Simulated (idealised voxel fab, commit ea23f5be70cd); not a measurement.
process module | voxel capacitor over wiring
cross-section cut | 175 nm wide | cells 5 nm
A cross-section is a grid of square cells, given in bands from the top down. A band is one or more rows of cells.
Each band's line starts with the height of the band's top and of its bottom, in nm. Then come its materials from left to right, each with its width in nm. One material with "throughout" fills the band from edge to edge. "air" is empty space.
Height 0 is the level under which the wafer as received is all one material. The lowest band goes on downwards, as in "0 down".
A width such as "30 to 40" changes by the same amount from each row of cells to the next, from the band's top row to its bottom row.
"no change" after a step means that no cell of the cross-section changed.
closed voids: empty space of 8 cells or more with no open way to the top, each as width x height at its distance from the left edge, in nm
after a step's settings: what the simulator itself notes on the step
overlay nm, on a step with a mask: how far to the right of its planned place the mask lay; to the left if negative
plan
1 op RECEIVE | material Si
2 op CONFORMAL_DEP | material SiO2 | thk nm 15
3 op CONFORMAL_DEP | material SiCN | thk nm 5
4 op DIRECTIONAL_DEP | material SiO2 | thk nm 15
5 op PATTERN | tone open | mask id METAL_1 | material resist | width nm 25 | pitch nm 80 | thk nm 20 | overlay nm 0
6 op DIRECTIONAL_ETCH | etch materials SiO2 | depth nm 15
7 op DIRECTIONAL_ETCH | etch materials SiCN | depth nm 5
8 op STRIP | etch materials resist
9 op CONFORMAL_DEP | material TiN | thk nm 5
10 op FILL_DEP | material W | thk nm 10
11 op CMP | height nm 35
12 op CONFORMAL_DEP | material SiCN | thk nm 5
13 op DIRECTIONAL_DEP | material lowk | thk nm 20
14 op DIRECTIONAL_DEP | material aC | thk nm 15
15 op PATTERN | tone open | mask id PLUG_1 | material resist | width nm 15 | thk nm 35 | overlay nm 0
16 op DIRECTIONAL_ETCH | etch materials aC | depth nm 15
17 op STRIP | etch materials resist
18 op DIRECTIONAL_ETCH | etch materials lowk | depth nm 20
19 op DIRECTIONAL_ETCH | etch materials SiCN | depth nm 5
20 op STRIP | etch materials aC
21 op EPI | material Ru | thk nm 10
22 op EPI | material Ru | thk nm 10
23 op EPI | material Ru | thk nm 5
24 op DIRECTIONAL_DEP | material TiN | thk nm 10
25 op DIRECTIONAL_DEP | material Al2O3 | thk nm 5
26 op DIRECTIONAL_DEP | material TiN | thk nm 5
27 op PATTERN | tone cover | mask id UPPER_PLATE | material resist | width nm 60 | thk nm 20 | overlay nm 0
28 op DIRECTIONAL_ETCH | etch materials TiN | depth nm 5
29 op DIRECTIONAL_ETCH | etch materials Al2O3 | depth nm 5
30 op STRIP | etch materials resist
31 op DIRECTIONAL_DEP | material aC | thk nm 10
32 op PATTERN | tone cover | mask id LOWER_PLATE | material resist | width nm 70 | thk nm 30 | overlay nm 0
33 op DIRECTIONAL_ETCH | etch materials aC | depth nm 10
34 op STRIP | etch materials resist
35 op DIRECTIONAL_ETCH | etch materials TiN | depth nm 10
36 op STRIP | etch materials aC
37 op FILL_DEP | material SiO2 | thk nm 20
38 op CMP | height nm 95
39 op MASKED_ETCH | tone open | mask id PLUG_2 | width nm 15 | etch materials SiO2 | depth nm 15 | overlay nm 0
40 op CONFORMAL_DEP | material TiN | thk nm 5
41 op FILL_DEP | material Ru | thk nm 5
42 op CMP | height nm 95
43 op CONFORMAL_DEP | material SiCN | thk nm 5
as received, after step 1
  0 down: Si throughout
  closed voids: none
a wafer at the end: this start, this plan, one mistake
  100 to 95: SiCN throughout
  95 to 85: SiO2 55 | TiN 5 | Ru 5 | TiN 5 | SiO2 105
  85 to 80: SiO2 55 | TiN 15 | SiO2 105
  80 to 75: SiO2 throughout
  75 to 70: SiO2 45 | TiN 60 | SiO2 70
  70 to 60: SiO2 40 | TiN 70 | SiO2 65
  60 to 40: lowk 45 | Ru 15 | lowk 115
  40 to 35: SiCN 45 | Ru 15 | SiCN 115
  35 to 20: SiO2 35 | TiN 5 | W 15 | TiN 5 | SiO2 55 | TiN 5 | W 15 | TiN 5 | SiO2 35
  20 to 15: SiCN 35 | TiN 25 | SiCN 55 | TiN 25 | SiCN 35
  15 to 0: SiO2 throughout
  0 down: Si throughout
  closed voids: none
what went wrong: step 25 was left out
